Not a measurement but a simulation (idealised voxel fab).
The process module that follows is named voxel self aligned vias.
We display cut, a cross-section 240 nm in width whose square cells are each 5 nm.
For the purposes of this document, a cross-section shall be understood as a grid of square cells, specified as bands listed in top-to-bottom order, each band consisting of one or more rows of cells. Basically the band line says how high the top is and how high the bottom is, in nm, and then what's in it from left to right, every material with its width in nm. Empty space shows up as "air", and if a single material carries "edge to edge" it runs the full band edge to edge. Counting heights begins at 0, where everything beneath is, in the wafer as received, one material. The lowest band has no bottom; it goes on downwards, as "0 nm and below" shows. Note: "30..40" means the width goes from the first number (top row of the band) to the second number (bottom row) in equal steps per row of cells. Given "remained unchanged" for a step, no cell of the cross-section differs between before and after that step. "Closed voids list": empty spaces of 8 cells or more with no open way to the top, each given as width x height at distance, distance from the left edge, all in nm. Formally, on a step line, whatever follows the settings is a remark that the simulator itself makes on the step. overlay nm: mask offset rightward from planned place, masked step; negative means leftward offset.
PLANNED STEP LIST FOR THE PROCESS
1 RECEIVE | material Si
2 CONFORMAL_DEP | material SiO2 | thk nm 15
3 CONFORMAL_DEP | material SiCN | thk nm 5
4 DIRECTIONAL_DEP | material lowk | thk nm 25
5 DIRECTIONAL_DEP | material aC | thk nm 15
6 PATTERN | tone open | mask id LINES | material resist | width nm 25 | pitch nm 65 | thk nm 35 | overlay nm 0
7 DIRECTIONAL_ETCH | etch materials aC | depth nm 15
8 STRIP | etch materials resist
9 DIRECTIONAL_ETCH | etch materials lowk | depth nm 25
10 STRIP | etch materials aC
11 CONFORMAL_DEP | material TiN | thk nm 5
12 FILL_DEP | material W | thk nm 5
13 CMP | height nm 45
14 SELECTIVE_ETCH | etch materials W Ru TiN | depth nm 10
15 FILL_DEP | material SiN | thk nm 5
16 CMP | height nm 45
17 DIRECTIONAL_DEP | material lowk | thk nm 15
18 MASKED_ETCH | tone open | mask id VIAS | width nm 35 | pitch nm 130 | etch materials lowk | depth nm 15 | overlay nm 0
19 MASKED_ETCH | tone open | mask id VIAS | width nm 35 | pitch nm 130 | etch materials SiN | depth nm 10 | overlay nm 0
20 CONFORMAL_DEP | material TiN | thk nm 5
21 FILL_DEP | material Cu | thk nm 5
22 CMP | height nm 60
23 CONFORMAL_DEP | material SiCN | thk nm 5
FIRST WAFER, AS PLANNED
WAFER CROSS-SECTION ON RECEIPT, I.E. AFTER STEP 1
  0 nm and below  Si edge to edge
  Closed voids list: none
STATE OF THE WAFER AFTER STEP 2, SHOWN IN CROSS-SECTION
  15 nm to 0 nm  SiO2 edge to edge
  Unchanged below 0.
STATE OF THE WAFER AFTER STEP 3, SHOWN IN CROSS-SECTION
  20 nm to 15 nm  SiCN edge to edge
  Unchanged below 15.
STATE OF THE WAFER AFTER STEP 4, SHOWN IN CROSS-SECTION
  45 nm to 20 nm  lowk edge to edge
  Unchanged below 20.
STATE OF THE WAFER AFTER STEP 5, SHOWN IN CROSS-SECTION
  60 nm to 45 nm  aC edge to edge
  Unchanged below 45.
STATE OF THE WAFER AFTER STEP 6, SHOWN IN CROSS-SECTION
  95 nm to 60 nm  40 nm resist / 25 nm air / 40 nm resist / 25 nm air / 40 nm resist / 25 nm air / 45 nm resist
  Unchanged below 60.
STATE OF THE WAFER AFTER STEP 7, SHOWN IN CROSS-SECTION
  80 nm to 60 nm  40 nm resist / 25 nm air / 40 nm resist / 25 nm air / 40 nm resist / 25 nm air / 45 nm resist
  60 nm to 45 nm  40 nm aC / 25 nm air / 40 nm aC / 25 nm air / 40 nm aC / 25 nm air / 45 nm aC
  Unchanged below 45.
STATE OF THE WAFER AFTER STEP 8, SHOWN IN CROSS-SECTION
  60 nm to 45 nm  40 nm aC / 25 nm air / 40 nm aC / 25 nm air / 40 nm aC / 25 nm air / 45 nm aC
  Unchanged below 45.
STATE OF THE WAFER AFTER STEP 9, SHOWN IN CROSS-SECTION
  60 nm to 45 nm  40 nm aC / 25 nm air / 40 nm aC / 25 nm air / 40 nm aC / 25 nm air / 45 nm aC
  45 nm to 20 nm  40 nm lowk / 25 nm air / 40 nm lowk / 25 nm air / 40 nm lowk / 25 nm air / 45 nm lowk
  Unchanged below 20.
STATE OF THE WAFER AFTER STEP 10, SHOWN IN CROSS-SECTION
  45 nm to 20 nm  40 nm lowk / 25 nm air / 40 nm lowk / 25 nm air / 40 nm lowk / 25 nm air / 45 nm lowk
  Unchanged below 20.
STATE OF THE WAFER AFTER STEP 11, SHOWN IN CROSS-SECTION
  50 nm to 45 nm  45 nm TiN / 15 nm air / 50 nm TiN / 15 nm air / 50 nm TiN / 15 nm air / 50 nm TiN
  45 nm to 25 nm  40 nm lowk / 5 nm TiN / 15 nm air / 5 nm TiN / 40 nm lowk / 5 nm TiN / 15 nm air / 5 nm TiN / 40 nm lowk / 5 nm TiN / 15 nm air / 5 nm TiN / 45 nm lowk
  25 nm to 20 nm  40 nm lowk / 25 nm TiN / 40 nm lowk / 25 nm TiN / 40 nm lowk / 25 nm TiN / 45 nm lowk
  Unchanged below 20.
STATE OF THE WAFER AFTER STEP 12, SHOWN IN CROSS-SECTION
  55 nm to 50 nm  W edge to edge
  50 nm to 45 nm  45 nm TiN / 15 nm W / 50 nm TiN / 15 nm W / 50 nm TiN / 15 nm W / 50 nm TiN
  45 nm to 25 nm  40 nm lowk / 5 nm TiN / 15 nm W / 5 nm TiN / 40 nm lowk / 5 nm TiN / 15 nm W / 5 nm TiN / 40 nm lowk / 5 nm TiN / 15 nm W / 5 nm TiN / 45 nm lowk
  Unchanged below 25.
STATE OF THE WAFER AFTER STEP 13, SHOWN IN CROSS-SECTION
  45 nm to 25 nm  40 nm lowk / 5 nm TiN / 15 nm W / 5 nm TiN / 40 nm lowk / 5 nm TiN / 15 nm W / 5 nm TiN / 40 nm lowk / 5 nm TiN / 15 nm W / 5 nm TiN / 45 nm lowk
  Unchanged below 25.
STATE OF THE WAFER AFTER STEP 14, SHOWN IN CROSS-SECTION
  45 nm to 35 nm  40 nm lowk / 25 nm air / 40 nm lowk / 25 nm air / 40 nm lowk / 25 nm air / 45 nm lowk
  Unchanged below 35.
STATE OF THE WAFER AFTER STEP 15, SHOWN IN CROSS-SECTION
  50 nm to 45 nm  SiN edge to edge
  45 nm to 35 nm  40 nm lowk / 25 nm SiN / 40 nm lowk / 25 nm SiN / 40 nm lowk / 25 nm SiN / 45 nm lowk
  Unchanged below 35.
STATE OF THE WAFER AFTER STEP 16, SHOWN IN CROSS-SECTION
  45 nm to 35 nm  40 nm lowk / 25 nm SiN / 40 nm lowk / 25 nm SiN / 40 nm lowk / 25 nm SiN / 45 nm lowk
  Unchanged below 35.
STATE OF THE WAFER AFTER STEP 17, SHOWN IN CROSS-SECTION
  60 nm to 45 nm  lowk edge to edge
  Unchanged below 45.
STATE OF THE WAFER AFTER STEP 18, SHOWN IN CROSS-SECTION
  60 nm to 45 nm  35 nm lowk / 35 nm air / 95 nm lowk / 35 nm air / 40 nm lowk
  Unchanged below 45.
STATE OF THE WAFER AFTER STEP 19, SHOWN IN CROSS-SECTION
  60 nm to 45 nm  35 nm lowk / 35 nm air / 95 nm lowk / 35 nm air / 40 nm lowk
  45 nm to 35 nm  40 nm lowk / 25 nm air / 40 nm lowk / 25 nm SiN / 40 nm lowk / 25 nm air / 45 nm lowk
  Unchanged below 35.
STATE OF THE WAFER AFTER STEP 20, SHOWN IN CROSS-SECTION
  65 nm to 60 nm  40 nm TiN / 25 nm air / 105 nm TiN / 25 nm air / 45 nm TiN
  60 nm to 50 nm  35 nm lowk / 5 nm TiN / 25 nm air / 5 nm TiN / 95 nm lowk / 5 nm TiN / 25 nm air / 5 nm TiN / 40 nm lowk
  50 nm to 45 nm  35 nm lowk / 10 nm TiN / 15 nm air / 10 nm TiN / 95 nm lowk / 10 nm TiN / 15 nm air / 10 nm TiN / 40 nm lowk
  45 nm to 40 nm  40 nm lowk / 5 nm TiN / 15 nm air / 5 nm TiN / 40 nm lowk / 25 nm SiN / 40 nm lowk / 5 nm TiN / 15 nm air / 5 nm TiN / 45 nm lowk
  40 nm to 35 nm  40 nm lowk / 25 nm TiN / 40 nm lowk / 25 nm SiN / 40 nm lowk / 25 nm TiN / 45 nm lowk
  Unchanged below 35.
STATE OF THE WAFER AFTER STEP 21, SHOWN IN CROSS-SECTION
  70 nm to 65 nm  Cu edge to edge
  65 nm to 60 nm  40 nm TiN / 25 nm Cu / 105 nm TiN / 25 nm Cu / 45 nm TiN
  60 nm to 50 nm  35 nm lowk / 5 nm TiN / 25 nm Cu / 5 nm TiN / 95 nm lowk / 5 nm TiN / 25 nm Cu / 5 nm TiN / 40 nm lowk
  50 nm to 45 nm  35 nm lowk / 10 nm TiN / 15 nm Cu / 10 nm TiN / 95 nm lowk / 10 nm TiN / 15 nm Cu / 10 nm TiN / 40 nm lowk
  45 nm to 40 nm  40 nm lowk / 5 nm TiN / 15 nm Cu / 5 nm TiN / 40 nm lowk / 25 nm SiN / 40 nm lowk / 5 nm TiN / 15 nm Cu / 5 nm TiN / 45 nm lowk
  Unchanged below 40.
STATE OF THE WAFER AFTER STEP 22, SHOWN IN CROSS-SECTION
  60 nm to 50 nm  35 nm lowk / 5 nm TiN / 25 nm Cu / 5 nm TiN / 95 nm lowk / 5 nm TiN / 25 nm Cu / 5 nm TiN / 40 nm lowk
  Unchanged below 50.
STATE OF THE WAFER AFTER STEP 23, SHOWN IN CROSS-SECTION
  65 nm to 60 nm  SiCN edge to edge
  Unchanged below 60.
THE SECOND WAFER: COMMON ORIGIN AND PLAN, ONE MISTAKE IN EXECUTION, IDENTICAL TO THE FIRST THROUGH STEP 2
Second wafer cross-section, taken as of the time the plan sets for step 3 to be done: remained unchanged
SECOND WAFER CROSS-SECTION, TAKEN AS OF THE TIME THE PLAN SETS FOR STEP 4 TO BE DONE
  40 nm to 15 nm  lowk edge to edge
  Unchanged below 15.
SECOND WAFER CROSS-SECTION, TAKEN AS OF THE TIME THE PLAN SETS FOR STEP 5 TO BE DONE
  55 nm to 40 nm  aC edge to edge
  Unchanged below 40.
SECOND WAFER CROSS-SECTION, TAKEN AS OF THE TIME THE PLAN SETS FOR STEP 6 TO BE DONE
  90 nm to 55 nm  40 nm resist / 25 nm air / 40 nm resist / 25 nm air / 40 nm resist / 25 nm air / 45 nm resist
  Unchanged below 55.
SECOND WAFER CROSS-SECTION, TAKEN AS OF THE TIME THE PLAN SETS FOR STEP 7 TO BE DONE
  75 nm to 55 nm  40 nm resist / 25 nm air / 40 nm resist / 25 nm air / 40 nm resist / 25 nm air / 45 nm resist
  55 nm to 40 nm  40 nm aC / 25 nm air / 40 nm aC / 25 nm air / 40 nm aC / 25 nm air / 45 nm aC
  Unchanged below 40.
SECOND WAFER CROSS-SECTION, TAKEN AS OF THE TIME THE PLAN SETS FOR STEP 8 TO BE DONE
  55 nm to 40 nm  40 nm aC / 25 nm air / 40 nm aC / 25 nm air / 40 nm aC / 25 nm air / 45 nm aC
  Unchanged below 40.
SECOND WAFER CROSS-SECTION, TAKEN AS OF THE TIME THE PLAN SETS FOR STEP 9 TO BE DONE
  55 nm to 40 nm  40 nm aC / 25 nm air / 40 nm aC / 25 nm air / 40 nm aC / 25 nm air / 45 nm aC
  40 nm to 15 nm  40 nm lowk / 25 nm air / 40 nm lowk / 25 nm air / 40 nm lowk / 25 nm air / 45 nm lowk
  Unchanged below 15.
SECOND WAFER CROSS-SECTION, TAKEN AS OF THE TIME THE PLAN SETS FOR STEP 10 TO BE DONE
  40 nm to 15 nm  40 nm lowk / 25 nm air / 40 nm lowk / 25 nm air / 40 nm lowk / 25 nm air / 45 nm lowk
  Unchanged below 15.
SECOND WAFER CROSS-SECTION, TAKEN AS OF THE TIME THE PLAN SETS FOR STEP 11 TO BE DONE
  45 nm to 40 nm  45 nm TiN / 15 nm air / 50 nm TiN / 15 nm air / 50 nm TiN / 15 nm air / 50 nm TiN
  40 nm to 20 nm  40 nm lowk / 5 nm TiN / 15 nm air / 5 nm TiN / 40 nm lowk / 5 nm TiN / 15 nm air / 5 nm TiN / 40 nm lowk / 5 nm TiN / 15 nm air / 5 nm TiN / 45 nm lowk
  20 nm to 15 nm  40 nm lowk / 25 nm TiN / 40 nm lowk / 25 nm TiN / 40 nm lowk / 25 nm TiN / 45 nm lowk
  Unchanged below 15.
SECOND WAFER CROSS-SECTION, TAKEN AS OF THE TIME THE PLAN SETS FOR STEP 12 TO BE DONE
  50 nm to 45 nm  W edge to edge
  45 nm to 40 nm  45 nm TiN / 15 nm W / 50 nm TiN / 15 nm W / 50 nm TiN / 15 nm W / 50 nm TiN
  40 nm to 20 nm  40 nm lowk / 5 nm TiN / 15 nm W / 5 nm TiN / 40 nm lowk / 5 nm TiN / 15 nm W / 5 nm TiN / 40 nm lowk / 5 nm TiN / 15 nm W / 5 nm TiN / 45 nm lowk
  Unchanged below 20.
SECOND WAFER CROSS-SECTION, TAKEN AS OF THE TIME THE PLAN SETS FOR STEP 13 TO BE DONE
  45 nm to 40 nm  45 nm TiN / 15 nm W / 50 nm TiN / 15 nm W / 50 nm TiN / 15 nm W / 50 nm TiN
  Unchanged below 40.
SECOND WAFER CROSS-SECTION, TAKEN AS OF THE TIME THE PLAN SETS FOR STEP 14 TO BE DONE
  40 nm to 35 nm  40 nm lowk / 25 nm air / 40 nm lowk / 25 nm air / 40 nm lowk / 25 nm air / 45 nm lowk
  Unchanged below 35.
SECOND WAFER CROSS-SECTION, TAKEN AS OF THE TIME THE PLAN SETS FOR STEP 15 TO BE DONE
  45 nm to 40 nm  SiN edge to edge
  40 nm to 35 nm  40 nm lowk / 25 nm SiN / 40 nm lowk / 25 nm SiN / 40 nm lowk / 25 nm SiN / 45 nm lowk
  Unchanged below 35.
Second wafer cross-section, taken as of the time the plan sets for step 16 to be done: remained unchanged
SECOND WAFER CROSS-SECTION, TAKEN AS OF THE TIME THE PLAN SETS FOR STEP 17 TO BE DONE
  60 nm to 45 nm  lowk edge to edge
  Unchanged below 45.
SECOND WAFER CROSS-SECTION, TAKEN AS OF THE TIME THE PLAN SETS FOR STEP 18 TO BE DONE
  60 nm to 45 nm  35 nm lowk / 35 nm air / 95 nm lowk / 35 nm air / 40 nm lowk
  Unchanged below 45.
SECOND WAFER CROSS-SECTION, TAKEN AS OF THE TIME THE PLAN SETS FOR STEP 19 TO BE DONE
  60 nm to 45 nm  35 nm lowk / 35 nm air / 95 nm lowk / 35 nm air / 40 nm lowk
  45 nm to 40 nm  35 nm SiN / 35 nm air / 95 nm SiN / 35 nm air / 40 nm SiN
  40 nm to 35 nm  40 nm lowk / 25 nm air / 40 nm lowk / 25 nm SiN / 40 nm lowk / 25 nm air / 45 nm lowk
  Unchanged below 35.
SECOND WAFER CROSS-SECTION, TAKEN AS OF THE TIME THE PLAN SETS FOR STEP 20 TO BE DONE
  65 nm to 60 nm  40 nm TiN / 25 nm air / 105 nm TiN / 25 nm air / 45 nm TiN
  60 nm to 45 nm  35 nm lowk / 5 nm TiN / 25 nm air / 5 nm TiN / 95 nm lowk / 5 nm TiN / 25 nm air / 5 nm TiN / 40 nm lowk
  45 nm to 40 nm  35 nm SiN / 10 nm TiN / 15 nm air / 10 nm TiN / 95 nm SiN / 10 nm TiN / 15 nm air / 10 nm TiN / 40 nm SiN
  40 nm to 35 nm  40 nm lowk / 25 nm TiN / 40 nm lowk / 25 nm SiN / 40 nm lowk / 25 nm TiN / 45 nm lowk
  Unchanged below 35.
SECOND WAFER CROSS-SECTION, TAKEN AS OF THE TIME THE PLAN SETS FOR STEP 21 TO BE DONE
  70 nm to 65 nm  Cu edge to edge
  65 nm to 60 nm  40 nm TiN / 25 nm Cu / 105 nm TiN / 25 nm Cu / 45 nm TiN
  60 nm to 45 nm  35 nm lowk / 5 nm TiN / 25 nm Cu / 5 nm TiN / 95 nm lowk / 5 nm TiN / 25 nm Cu / 5 nm TiN / 40 nm lowk
  45 nm to 40 nm  35 nm SiN / 10 nm TiN / 15 nm Cu / 10 nm TiN / 95 nm SiN / 10 nm TiN / 15 nm Cu / 10 nm TiN / 40 nm SiN
  Unchanged below 40.
SECOND WAFER CROSS-SECTION, TAKEN AS OF THE TIME THE PLAN SETS FOR STEP 22 TO BE DONE
  60 nm to 45 nm  35 nm lowk / 5 nm TiN / 25 nm Cu / 5 nm TiN / 95 nm lowk / 5 nm TiN / 25 nm Cu / 5 nm TiN / 40 nm lowk
  Unchanged below 45.
SECOND WAFER CROSS-SECTION, TAKEN AS OF THE TIME THE PLAN SETS FOR STEP 23 TO BE DONE
  65 nm to 60 nm  SiCN edge to edge
  Unchanged below 60.
Want to know what went wrong? it should be noted that step 3 of the plan was omitted and was not performed
at the end the second wafer has, in cells: +4 Cu; -48 SiCN; +29 SiN; +6 TiN; +9 W
